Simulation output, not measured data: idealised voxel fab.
Process module in this document: voxel released beams
For reference, the cross-section in this document is cut, with width 285 nm and square cells of 5 nm.
In what follows, cross-sections appear as grids of square cells, described through bands that run from the top down, where every band is one or more rows of cells.
What a band's entry tells you: where the top is and where the bottom is, as heights in nm, and after that what lies inside, material by material from left to right, each with its width in nm. Empty space is written as the word "air", and a single material marked with the word "all across" occupies the band from edge to edge.
We count height from 0. Below that, the starting wafer is all one material. The lowest band never ends at the bottom but goes on down; see "0 -> down" for how that is written.
Width: "30->40" (first number = top row, second number = bottom row, same change from row to row of cells).
Reading "no change occurred" for a step: not a cell of the cross-section changed in it.
Listed in "Cavities, sealed": every empty space of 8 or more cells without an open way to the top. Form: width x height at distance, the distance being from the left edge, all in nm.
Past the settings on a step's line: simulator remark, on that step.
A step's line can hold "overlay nm"; with a mask on that step, the setting says how far right of the planned place the mask lay, while a negative setting says it lay to the left.

-- Below is the list of planned process steps
- 1: RECEIVE (material Si)
- 2: CONFORMAL_DEP (material SiN; thk nm 5)
- 3: DIRECTIONAL_DEP (material SiO2; thk nm 20)
- 4: MASKED_ETCH (tone open; mask id ANCHOR; width nm 45; etch materials SiO2; depth nm 20; overlay nm 0)
- 5: CONFORMAL_DEP (material polySi; thk nm 15)
- 6: DIRECTIONAL_DEP (material aC; thk nm 10)
- 7: PATTERN (tone cover; mask id BEAM; material resist; width nm 95; thk nm 30; overlay nm 0)
- 8: DIRECTIONAL_ETCH (etch materials aC; depth nm 10)
- 9: STRIP (etch materials resist)
- 10: DIRECTIONAL_ETCH (etch materials polySi; depth nm 15)
- 11: STRIP (etch materials aC)
- 12: STRIP (etch materials SiO2)

-- So this is the incoming wafer in cross-section - it's already been through step 1
0 -> down  Si all across
Cavities, sealed: none

-- What the wafer looks like in cross-section after this module, when it starts as shown above and follows the plan above but one mistake is made in running it
40 -> 25  95 of air | 15 of polySi | 15 of air | 65 of polySi | 95 of air
25 -> 20  95 of air | 15 of polySi | 15 of air | 15 of polySi | 145 of air
20 -> 5  95 of air | 45 of polySi | 145 of air
5 -> 0  SiN all across
0 -> down  Si all across
Cavities, sealed: none
So what did we get wrong on this run? so step 7 ended up running with a different setting than we planned, it ran as PATTERN (tone cover; mask id BEAM; material resist; width nm 95; thk nm 30; overlay nm 5)
